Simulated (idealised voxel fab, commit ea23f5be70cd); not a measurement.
process module | voxel transistor to metal
cross-section cut | 295 nm wide | cells 5 nm
A cross-section is a grid of square cells, given in bands from the top down. A band is one or more rows of cells.
Each band's line starts with the height of the band's top and of its bottom, in nm. Then come its materials from left to right, each with its width in nm. One material with "throughout" fills the band from edge to edge. "air" is empty space.
Height 0 is the level under which the wafer as received is all one material. The lowest band goes on downwards, as in "0 down".
A width such as "30 to 40" changes by the same amount from each row of cells to the next, from the band's top row to its bottom row.
"no change" after a step means that no cell of the cross-section changed.
closed voids: empty space of 8 cells or more with no open way to the top, each as width x height at its distance from the left edge, in nm
after a step's settings: what the simulator itself notes on the step
overlay nm, on a step with a mask: how far to the right of its planned place the mask lay; to the left if negative
plan
1 op RECEIVE | material Si
2 op OXIDIZE | depth nm 5
3 op CONFORMAL_DEP | material SiN | thk nm 10
4 op MASKED_ETCH | tone cover | mask id ACTIVE | width nm 90 | pitch nm 110 | etch materials SiN | depth nm 10 | overlay nm 0
5 op MASKED_ETCH | tone cover | mask id ACTIVE | width nm 90 | pitch nm 110 | etch materials SiO2 | depth nm 5 | overlay nm 0
6 op MASKED_ETCH | tone cover | mask id ACTIVE | width nm 90 | pitch nm 110 | etch materials Si | depth nm 25 | overlay nm 0
7 op FILL_DEP | material SiO2 | thk nm 15
8 op CMP | height nm 10
9 op SELECTIVE_ETCH | etch materials SiO2 | depth nm 10
10 op STRIP | etch materials SiN
11 op SELECTIVE_ETCH | etch materials SiO2 | depth nm 5
12 op OXIDIZE | depth nm 5
13 op DIRECTIONAL_DEP | material polySi | thk nm 25
14 op DIRECTIONAL_DEP | material SiCN | thk nm 10
15 op MASKED_ETCH | tone cover | mask id GATE | width nm 20 | pitch nm 110 | etch materials SiCN | depth nm 20 | overlay nm 0
16 op MASKED_ETCH | tone cover | mask id GATE | width nm 20 | pitch nm 110 | etch materials polySi | depth nm 35 | overlay nm 0
17 op CONFORMAL_DEP | material SiO2 | thk nm 5
18 op DIRECTIONAL_ETCH | etch materials SiO2 | depth nm 5
19 op CONFORMAL_DEP | material SiN | thk nm 10
20 op DIRECTIONAL_ETCH | etch materials SiN | depth nm 10
21 op DIRECTIONAL_ETCH | etch materials SiO2 | depth nm 5
22 op DIRECTIONAL_ETCH | etch materials Si | depth nm 5
23 op EPI | material SiGe | thk nm 10
24 op FILL_DEP | material SiO2 | thk nm 5
25 op CMP | height nm 30
26 op DIRECTIONAL_DEP | material SiO2 | thk nm 10
27 op PATTERN | tone open | mask id CONTACT | material resist | width nm 15 | thk nm 20 | overlay nm 0
28 op DIRECTIONAL_ETCH | etch materials SiO2 | depth nm 45
29 op STRIP | etch materials resist
30 op CONFORMAL_DEP | material TiN | thk nm 5
31 op FILL_DEP | material W | thk nm 5
32 op CMP | height nm 40
33 op DIRECTIONAL_DEP | material TiN | thk nm 5
34 op DIRECTIONAL_DEP | material Ru | thk nm 25
35 op MASKED_ETCH | tone cover | mask id METAL_1 | width nm 15 | etch materials Ru | depth nm 25 | overlay nm 0
36 op MASKED_ETCH | tone cover | mask id METAL_1 | width nm 15 | etch materials TiN | depth nm 5 | overlay nm 0
37 op FILL_DEP | material SiO2 | thk nm 5
38 op CMP | height nm 70
39 op CONFORMAL_DEP | material SiCN | thk nm 5
40 op DIRECTIONAL_DEP | material SiO2 | thk nm 30
41 op DIRECTIONAL_DEP | material aC | thk nm 10
42 op PATTERN | tone open | mask id METAL_2 | material resist | width nm 15 | pitch nm 110 | thk nm 25 | overlay nm 0
43 op DIRECTIONAL_ETCH | etch materials aC | depth nm 10
44 op STRIP | etch materials resist
45 op DIRECTIONAL_ETCH | etch materials SiO2 | depth nm 15
46 op STRIP | etch materials aC
47 op MASKED_ETCH | tone open | mask id METAL_2_HOLES | width nm 15 | pitch nm 110 | etch materials SiO2 | depth nm 15 | overlay nm 0
48 op MASKED_ETCH | tone open | mask id METAL_2_HOLES | width nm 15 | pitch nm 110 | etch materials SiCN | depth nm 5 | overlay nm 0
49 op CONFORMAL_DEP | material TiN | thk nm 5
50 op FILL_DEP | material Ru | thk nm 10
51 op CMP | height nm 105
52 op CONFORMAL_DEP | material SiN | thk nm 5
first wafer, as planned
as received, after step 1
  0 down: Si throughout
  closed voids: none
after step 2
  0 to -5: SiO2 throughout
  below -5: unchanged
after step 3
  10 to 0: SiN throughout
  below 0: unchanged
after step 4
  10 to 0: air 45 | SiN 90 | air 20 | SiN 90 | air 50
  below 0: unchanged
after step 5
  10 to 0: air 45 | SiN 90 | air 20 | SiN 90 | air 50
  0 to -5: air 45 | SiO2 90 | air 20 | SiO2 90 | air 50
  below -5: unchanged
after step 6
  10 to 0: air 45 | SiN 90 | air 20 | SiN 90 | air 50
  0 to -5: air 45 | SiO2 90 | air 20 | SiO2 90 | air 50
  -5 to -30: air 45 | Si 90 | air 20 | Si 90 | air 50
  below -30: unchanged
after step 7
  25 to 10: SiO2 throughout
  10 to 0: SiO2 45 | SiN 90 | SiO2 20 | SiN 90 | SiO2 50
  0 to -5: SiO2 throughout
  -5 to -30: SiO2 45 | Si 90 | SiO2 20 | Si 90 | SiO2 50
  below -30: unchanged
after step 8
  10 to 0: SiO2 45 | SiN 90 | SiO2 20 | SiN 90 | SiO2 50
  below 0: unchanged
after step 9
  10 to 0: air 45 | SiN 90 | air 20 | SiN 90 | air 50
  below 0: unchanged
after step 10
  0 to -5: SiO2 throughout
  below -5: unchanged
after step 11
  -5 to -30: SiO2 45 | Si 90 | SiO2 20 | Si 90 | SiO2 50
  below -30: unchanged
after step 12
  -5 to -10: SiO2 throughout
  below -10: unchanged
after step 13
  20 to -5: polySi throughout
  below -5: unchanged
after step 14
  30 to 20: SiCN throughout
  below 20: unchanged
after step 15
  30 to 20: air 80 | SiCN 20 | air 90 | SiCN 20 | air 85
  below 20: unchanged
after step 16
  30 to 20: air 80 | SiCN 20 | air 90 | SiCN 20 | air 85
  20 to -5: air 80 | polySi 20 | air 90 | polySi 20 | air 85
  below -5: unchanged
after step 17
  35 to 30: air 75 | SiO2 30 | air 80 | SiO2 30 | air 80
  30 to 20: air 75 | SiO2 5 | SiCN 20 | SiO2 5 | air 80 | SiO2 5 | SiCN 20 | SiO2 5 | air 80
  20 to 0: air 75 | SiO2 5 | polySi 20 | SiO2 5 | air 80 | SiO2 5 | polySi 20 | SiO2 5 | air 80
  0 to -5: SiO2 80 | polySi 20 | SiO2 90 | polySi 20 | SiO2 85
  below -5: unchanged
after step 18
  30 to 20: air 75 | SiO2 5 | SiCN 20 | SiO2 5 | air 80 | SiO2 5 | SiCN 20 | SiO2 5 | air 80
  20 to -5: air 75 | SiO2 5 | polySi 20 | SiO2 5 | air 80 | SiO2 5 | polySi 20 | SiO2 5 | air 80
  below -5: unchanged
after step 19
  40 to 30: air 65 | SiN 50 | air 60 | SiN 50 | air 70
  30 to 20: air 65 | SiN 10 | SiO2 5 | SiCN 20 | SiO2 5 | SiN 10 | air 60 | SiN 10 | SiO2 5 | SiCN 20 | SiO2 5 | SiN 10 | air 70
  20 to 5: air 65 | SiN 10 | SiO2 5 | polySi 20 | SiO2 5 | SiN 10 | air 60 | SiN 10 | SiO2 5 | polySi 20 | SiO2 5 | SiN 10 | air 70
  5 to -5: SiN 75 | SiO2 5 | polySi 20 | SiO2 5 | SiN 80 | SiO2 5 | polySi 20 | SiO2 5 | SiN 80
  below -5: unchanged
after step 20
  30 to 20: air 65 | SiN 10 | SiO2 5 | SiCN 20 | SiO2 5 | SiN 10 | air 60 | SiN 10 | SiO2 5 | SiCN 20 | SiO2 5 | SiN 10 | air 70
  20 to -5: air 65 | SiN 10 | SiO2 5 | polySi 20 | SiO2 5 | SiN 10 | air 60 | SiN 10 | SiO2 5 | polySi 20 | SiO2 5 | SiN 10 | air 70
  below -5: unchanged
after step 21
  30 to 25: air 65 | SiN 10 | air 5 | SiCN 20 | air 5 | SiN 10 | air 60 | SiN 10 | air 5 | SiCN 20 | air 5 | SiN 10 | air 70
  25 to 20: air 65 | SiN 10 | SiO2 5 | SiCN 20 | SiO2 5 | SiN 10 | air 60 | SiN 10 | SiO2 5 | SiCN 20 | SiO2 5 | SiN 10 | air 70
  20 to -5: air 65 | SiN 10 | SiO2 5 | polySi 20 | SiO2 5 | SiN 10 | air 60 | SiN 10 | SiO2 5 | polySi 20 | SiO2 5 | SiN 10 | air 70
  -5 to -10: air 65 | SiO2 50 | air 60 | SiO2 50 | air 70
  below -10: unchanged
after step 22
  30 to 25: air 65 | SiN 10 | air 5 | SiCN 20 | air 5 | SiN 10 | air 60 | SiN 10 | air 5 | SiCN 20 | air 5 | SiN 10 | air 70
  25 to 20: air 65 | SiN 10 | SiO2 5 | SiCN 20 | SiO2 5 | SiN 10 | air 60 | SiN 10 | SiO2 5 | SiCN 20 | SiO2 5 | SiN 10 | air 70
  20 to -5: air 65 | SiN 10 | SiO2 5 | polySi 20 | SiO2 5 | SiN 10 | air 60 | SiN 10 | SiO2 5 | polySi 20 | SiO2 5 | SiN 10 | air 70
  -5 to -10: air 65 | SiO2 50 | air 60 | SiO2 50 | air 70
  -10 to -15: SiO2 45 | air 20 | Si 50 | air 20 | SiO2 20 | air 20 | Si 50 | air 20 | SiO2 50
  below -15: unchanged
after step 23
  30 to 25: air 65 | SiN 10 | air 5 | SiCN 20 | air 5 | SiN 10 | air 60 | SiN 10 | air 5 | SiCN 20 | air 5 | SiN 10 | air 70
  25 to 20: air 65 | SiN 10 | SiO2 5 | SiCN 20 | SiO2 5 | SiN 10 | air 60 | SiN 10 | SiO2 5 | SiCN 20 | SiO2 5 | SiN 10 | air 70
  20 to 0: air 65 | SiN 10 | SiO2 5 | polySi 20 | SiO2 5 | SiN 10 | air 60 | SiN 10 | SiO2 5 | polySi 20 | SiO2 5 | SiN 10 | air 70
  0 to -5: air 55 | SiGe 10 | SiN 10 | SiO2 5 | polySi 20 | SiO2 5 | SiN 10 | SiGe 10 | air 40 | SiGe 10 | SiN 10 | SiO2 5 | polySi 20 | SiO2 5 | SiN 10 | SiGe 10 | air 60
  -5 to -10: air 40 | SiGe 25 | SiO2 50 | SiGe 25 | air 10 | SiGe 25 | SiO2 50 | SiGe 25 | air 45
  -10 to -15: SiO2 45 | SiGe 20 | Si 50 | SiGe 20 | SiO2 20 | SiGe 20 | Si 50 | SiGe 20 | SiO2 50
  below -15: unchanged
after step 24
  35 to 30: SiO2 throughout
  30 to 20: SiO2 65 | SiN 10 | SiO2 5 | SiCN 20 | SiO2 5 | SiN 10 | SiO2 60 | SiN 10 | SiO2 5 | SiCN 20 | SiO2 5 | SiN 10 | SiO2 70
  20 to 0: SiO2 65 | SiN 10 | SiO2 5 | polySi 20 | SiO2 5 | SiN 10 | SiO2 60 | SiN 10 | SiO2 5 | polySi 20 | SiO2 5 | SiN 10 | SiO2 70
  0 to -5: SiO2 55 | SiGe 10 | SiN 10 | SiO2 5 | polySi 20 | SiO2 5 | SiN 10 | SiGe 10 | SiO2 40 | SiGe 10 | SiN 10 | SiO2 5 | polySi 20 | SiO2 5 | SiN 10 | SiGe 10 | SiO2 60
  -5 to -10: SiO2 40 | SiGe 25 | SiO2 50 | SiGe 25 | SiO2 10 | SiGe 25 | SiO2 50 | SiGe 25 | SiO2 45
  below -10: unchanged
after step 25
  30 to 20: SiO2 65 | SiN 10 | SiO2 5 | SiCN 20 | SiO2 5 | SiN 10 | SiO2 60 | SiN 10 | SiO2 5 | SiCN 20 | SiO2 5 | SiN 10 | SiO2 70
  below 20: unchanged
after step 26
  40 to 30: SiO2 throughout
  below 30: unchanged
after step 27
  60 to 40: resist 50 | air 15 | resist 50 | air 15 | resist 30 | air 15 | resist 50 | air 15 | resist 55
  below 40: unchanged
after step 28
  60 to 40: resist 50 | air 15 | resist 50 | air 15 | resist 30 | air 15 | resist 50 | air 15 | resist 55
  40 to 30: SiO2 50 | air 15 | SiO2 50 | air 15 | SiO2 30 | air 15 | SiO2 50 | air 15 | SiO2 55
  30 to 20: SiO2 50 | air 15 | SiN 10 | SiO2 5 | SiCN 20 | SiO2 5 | SiN 10 | air 15 | SiO2 30 | air 15 | SiN 10 | SiO2 5 | SiCN 20 | SiO2 5 | SiN 10 | air 15 | SiO2 55
  20 to 0: SiO2 50 | air 15 | SiN 10 | SiO2 5 | polySi 20 | SiO2 5 | SiN 10 | air 15 | SiO2 30 | air 15 | SiN 10 | SiO2 5 | polySi 20 | SiO2 5 | SiN 10 | air 15 | SiO2 55
  0 to -5: SiO2 50 | air 5 | SiGe 10 | SiN 10 | SiO2 5 | polySi 20 | SiO2 5 | SiN 10 | SiGe 10 | air 5 | SiO2 30 | air 5 | SiGe 10 | SiN 10 | SiO2 5 | polySi 20 | SiO2 5 | SiN 10 | SiGe 10 | air 5 | SiO2 55
  below -5: unchanged
after step 29
  40 to 30: SiO2 50 | air 15 | SiO2 50 | air 15 | SiO2 30 | air 15 | SiO2 50 | air 15 | SiO2 55
  below 30: unchanged
after step 30
  45 to 40: TiN 55 | air 5 | TiN 60 | air 5 | TiN 40 | air 5 | TiN 60 | air 5 | TiN 60
  40 to 30: SiO2 50 | TiN 5 | air 5 | TiN 5 | SiO2 50 | TiN 5 | air 5 | TiN 5 | SiO2 30 | TiN 5 | air 5 | TiN 5 | SiO2 50 | TiN 5 | air 5 | TiN 5 | SiO2 55
  30 to 20: SiO2 50 | TiN 5 | air 5 | TiN 5 | SiN 10 | SiO2 5 | SiCN 20 | SiO2 5 | SiN 10 | TiN 5 | air 5 | TiN 5 | SiO2 30 | TiN 5 | air 5 | TiN 5 | SiN 10 | SiO2 5 | SiCN 20 | SiO2 5 | SiN 10 | TiN 5 | air 5 | TiN 5 | SiO2 55
  20 to 5: SiO2 50 | TiN 5 | air 5 | TiN 5 | SiN 10 | SiO2 5 | polySi 20 | SiO2 5 | SiN 10 | TiN 5 | air 5 | TiN 5 | SiO2 30 | TiN 5 | air 5 | TiN 5 | SiN 10 | SiO2 5 | polySi 20 | SiO2 5 | SiN 10 | TiN 5 | air 5 | TiN 5 | SiO2 55
  5 to 0: SiO2 50 | TiN 15 | SiN 10 | SiO2 5 | polySi 20 | SiO2 5 | SiN 10 | TiN 15 | SiO2 30 | TiN 15 | SiN 10 | SiO2 5 | polySi 20 | SiO2 5 | SiN 10 | TiN 15 | SiO2 55
  0 to -5: SiO2 50 | TiN 5 | SiGe 10 | SiN 10 | SiO2 5 | polySi 20 | SiO2 5 | SiN 10 | SiGe 10 | TiN 5 | SiO2 30 | TiN 5 | SiGe 10 | SiN 10 | SiO2 5 | polySi 20 | SiO2 5 | SiN 10 | SiGe 10 | TiN 5 | SiO2 55
  below -5: unchanged
after step 31
  50 to 45: W throughout
  45 to 40: TiN 55 | W 5 | TiN 60 | W 5 | TiN 40 | W 5 | TiN 60 | W 5 | TiN 60
  40 to 30: SiO2 50 | TiN 5 | W 5 | TiN 5 | SiO2 50 | TiN 5 | W 5 | TiN 5 | SiO2 30 | TiN 5 | W 5 | TiN 5 | SiO2 50 | TiN 5 | W 5 | TiN 5 | SiO2 55
  30 to 20: SiO2 50 | TiN 5 | W 5 | TiN 5 | SiN 10 | SiO2 5 | SiCN 20 | SiO2 5 | SiN 10 | TiN 5 | W 5 | TiN 5 | SiO2 30 | TiN 5 | W 5 | TiN 5 | SiN 10 | SiO2 5 | SiCN 20 | SiO2 5 | SiN 10 | TiN 5 | W 5 | TiN 5 | SiO2 55
  20 to 5: SiO2 50 | TiN 5 | W 5 | TiN 5 | SiN 10 | SiO2 5 | polySi 20 | SiO2 5 | SiN 10 | TiN 5 | W 5 | TiN 5 | SiO2 30 | TiN 5 | W 5 | TiN 5 | SiN 10 | SiO2 5 | polySi 20 | SiO2 5 | SiN 10 | TiN 5 | W 5 | TiN 5 | SiO2 55
  below 5: unchanged
after step 32
  40 to 30: SiO2 50 | TiN 5 | W 5 | TiN 5 | SiO2 50 | TiN 5 | W 5 | TiN 5 | SiO2 30 | TiN 5 | W 5 | TiN 5 | SiO2 50 | TiN 5 | W 5 | TiN 5 | SiO2 55
  below 30: unchanged
after step 33
  45 to 40: TiN throughout
  below 40: unchanged
after step 34
  70 to 45: Ru throughout
  below 45: unchanged
after step 35
  70 to 45: air 50 | Ru 15 | air 50 | Ru 15 | air 30 | Ru 15 | air 50 | Ru 15 | air 55
  below 45: unchanged
after step 36
  70 to 45: air 50 | Ru 15 | air 50 | Ru 15 | air 30 | Ru 15 | air 50 | Ru 15 | air 55
  45 to 40: air 50 | TiN 15 | air 50 | TiN 15 | air 30 | TiN 15 | air 50 | TiN 15 | air 55
  below 40: unchanged
after step 37
  75 to 70: SiO2 throughout
  70 to 45: SiO2 50 | Ru 15 | SiO2 50 | Ru 15 | SiO2 30 | Ru 15 | SiO2 50 | Ru 15 | SiO2 55
  45 to 40: SiO2 50 | TiN 15 | SiO2 50 | TiN 15 | SiO2 30 | TiN 15 | SiO2 50 | TiN 15 | SiO2 55
  below 40: unchanged
after step 38
  70 to 45: SiO2 50 | Ru 15 | SiO2 50 | Ru 15 | SiO2 30 | Ru 15 | SiO2 50 | Ru 15 | SiO2 55
  below 45: unchanged
after step 39
  75 to 70: SiCN throughout
  below 70: unchanged
after step 40
  105 to 75: SiO2 throughout
  below 75: unchanged
after step 41
  115 to 105: aC throughout
  below 105: unchanged
after step 42
  140 to 115: resist 50 | air 15 | resist 95 | air 15 | resist 120
  below 115: unchanged
after step 43
  130 to 115: resist 50 | air 15 | resist 95 | air 15 | resist 120
  115 to 105: aC 50 | air 15 | aC 95 | air 15 | aC 120
  below 105: unchanged
after step 44
  115 to 105: aC 50 | air 15 | aC 95 | air 15 | aC 120
  below 105: unchanged
after step 45
  115 to 105: aC 50 | air 15 | aC 95 | air 15 | aC 120
  105 to 90: SiO2 50 | air 15 | SiO2 95 | air 15 | SiO2 120
  below 90: unchanged
after step 46
  105 to 90: SiO2 50 | air 15 | SiO2 95 | air 15 | SiO2 120
  below 90: unchanged
after step 47
  105 to 75: SiO2 50 | air 15 | SiO2 95 | air 15 | SiO2 120
  below 75: unchanged
after step 48
  105 to 75: SiO2 50 | air 15 | SiO2 95 | air 15 | SiO2 120
  75 to 70: SiCN 50 | air 15 | SiCN 95 | air 15 | SiCN 120
  below 70: unchanged
after step 49
  110 to 105: TiN 55 | air 5 | TiN 105 | air 5 | TiN 125
  105 to 75: SiO2 50 | TiN 5 | air 5 | TiN 5 | SiO2 95 | TiN 5 | air 5 | TiN 5 | SiO2 120
  75 to 70: SiCN 50 | TiN 15 | SiCN 95 | TiN 15 | SiCN 120
  below 70: unchanged
after step 50
  120 to 110: Ru throughout
  110 to 105: TiN 55 | Ru 5 | TiN 105 | Ru 5 | TiN 125
  105 to 75: SiO2 50 | TiN 5 | Ru 5 | TiN 5 | SiO2 95 | TiN 5 | Ru 5 | TiN 5 | SiO2 120
  below 75: unchanged
after step 51
  105 to 75: SiO2 50 | TiN 5 | Ru 5 | TiN 5 | SiO2 95 | TiN 5 | Ru 5 | TiN 5 | SiO2 120
  below 75: unchanged
after step 52
  110 to 105: SiN throughout
  below 105: unchanged
second wafer: like start, like plan, one mistake. Through step 30 it matches the first wafer
when step 31 should have ended
  50 to 45: polySi throughout
  45 to 40: TiN 55 | polySi 5 | TiN 60 | polySi 5 | TiN 40 | polySi 5 | TiN 60 | polySi 5 | TiN 60
  40 to 30: SiO2 50 | TiN 5 | polySi 5 | TiN 5 | SiO2 50 | TiN 5 | polySi 5 | TiN 5 | SiO2 30 | TiN 5 | polySi 5 | TiN 5 | SiO2 50 | TiN 5 | polySi 5 | TiN 5 | SiO2 55
  30 to 20: SiO2 50 | TiN 5 | polySi 5 | TiN 5 | SiN 10 | SiO2 5 | SiCN 20 | SiO2 5 | SiN 10 | TiN 5 | polySi 5 | TiN 5 | SiO2 30 | TiN 5 | polySi 5 | TiN 5 | SiN 10 | SiO2 5 | SiCN 20 | SiO2 5 | SiN 10 | TiN 5 | polySi 5 | TiN 5 | SiO2 55
  20 to 5: SiO2 50 | TiN 5 | polySi 5 | TiN 5 | SiN 10 | SiO2 5 | polySi 20 | SiO2 5 | SiN 10 | TiN 5 | polySi 5 | TiN 5 | SiO2 30 | TiN 5 | polySi 5 | TiN 5 | SiN 10 | SiO2 5 | polySi 20 | SiO2 5 | SiN 10 | TiN 5 | polySi 5 | TiN 5 | SiO2 55
  below 5: unchanged
when step 32 should have ended
  40 to 30: SiO2 50 | TiN 5 | polySi 5 | TiN 5 | SiO2 50 | TiN 5 | polySi 5 | TiN 5 | SiO2 30 | TiN 5 | polySi 5 | TiN 5 | SiO2 50 | TiN 5 | polySi 5 | TiN 5 | SiO2 55
  below 30: unchanged
when step 33 should have ended
  45 to 40: TiN throughout
  below 40: unchanged
when step 34 should have ended
  70 to 45: Ru throughout
  below 45: unchanged
when step 35 should have ended
  70 to 45: air 50 | Ru 15 | air 50 | Ru 15 | air 30 | Ru 15 | air 50 | Ru 15 | air 55
  below 45: unchanged
when step 36 should have ended
  70 to 45: air 50 | Ru 15 | air 50 | Ru 15 | air 30 | Ru 15 | air 50 | Ru 15 | air 55
  45 to 40: air 50 | TiN 15 | air 50 | TiN 15 | air 30 | TiN 15 | air 50 | TiN 15 | air 55
  below 40: unchanged
when step 37 should have ended
  75 to 70: SiO2 throughout
  70 to 45: SiO2 50 | Ru 15 | SiO2 50 | Ru 15 | SiO2 30 | Ru 15 | SiO2 50 | Ru 15 | SiO2 55
  45 to 40: SiO2 50 | TiN 15 | SiO2 50 | TiN 15 | SiO2 30 | TiN 15 | SiO2 50 | TiN 15 | SiO2 55
  below 40: unchanged
when step 38 should have ended
  70 to 45: SiO2 50 | Ru 15 | SiO2 50 | Ru 15 | SiO2 30 | Ru 15 | SiO2 50 | Ru 15 | SiO2 55
  below 45: unchanged
when step 39 should have ended
  75 to 70: SiCN throughout
  below 70: unchanged
when step 40 should have ended
  105 to 75: SiO2 throughout
  below 75: unchanged
when step 41 should have ended
  115 to 105: aC throughout
  below 105: unchanged
when step 42 should have ended
  140 to 115: resist 50 | air 15 | resist 95 | air 15 | resist 120
  below 115: unchanged
when step 43 should have ended
  130 to 115: resist 50 | air 15 | resist 95 | air 15 | resist 120
  115 to 105: aC 50 | air 15 | aC 95 | air 15 | aC 120
  below 105: unchanged
when step 44 should have ended
  115 to 105: aC 50 | air 15 | aC 95 | air 15 | aC 120
  below 105: unchanged
when step 45 should have ended
  115 to 105: aC 50 | air 15 | aC 95 | air 15 | aC 120
  105 to 90: SiO2 50 | air 15 | SiO2 95 | air 15 | SiO2 120
  below 90: unchanged
when step 46 should have ended
  105 to 90: SiO2 50 | air 15 | SiO2 95 | air 15 | SiO2 120
  below 90: unchanged
when step 47 should have ended
  105 to 75: SiO2 50 | air 15 | SiO2 95 | air 15 | SiO2 120
  below 75: unchanged
when step 48 should have ended
  105 to 75: SiO2 50 | air 15 | SiO2 95 | air 15 | SiO2 120
  75 to 70: SiCN 50 | air 15 | SiCN 95 | air 15 | SiCN 120
  below 70: unchanged
when step 49 should have ended
  110 to 105: TiN 55 | air 5 | TiN 105 | air 5 | TiN 125
  105 to 75: SiO2 50 | TiN 5 | air 5 | TiN 5 | SiO2 95 | TiN 5 | air 5 | TiN 5 | SiO2 120
  75 to 70: SiCN 50 | TiN 15 | SiCN 95 | TiN 15 | SiCN 120
  below 70: unchanged
when step 50 should have ended
  120 to 110: Ru throughout
  110 to 105: TiN 55 | Ru 5 | TiN 105 | Ru 5 | TiN 125
  105 to 75: SiO2 50 | TiN 5 | Ru 5 | TiN 5 | SiO2 95 | TiN 5 | Ru 5 | TiN 5 | SiO2 120
  below 75: unchanged
when step 51 should have ended
  105 to 75: SiO2 50 | TiN 5 | Ru 5 | TiN 5 | SiO2 95 | TiN 5 | Ru 5 | TiN 5 | SiO2 120
  below 75: unchanged
when step 52 should have ended
  110 to 105: SiN throughout
  below 105: unchanged
what went wrong: step 31 ran as: op FILL_DEP | material polySi | thk nm 5
at the end the second wafer has, in cells: 28 fewer of W | 28 more of polySi
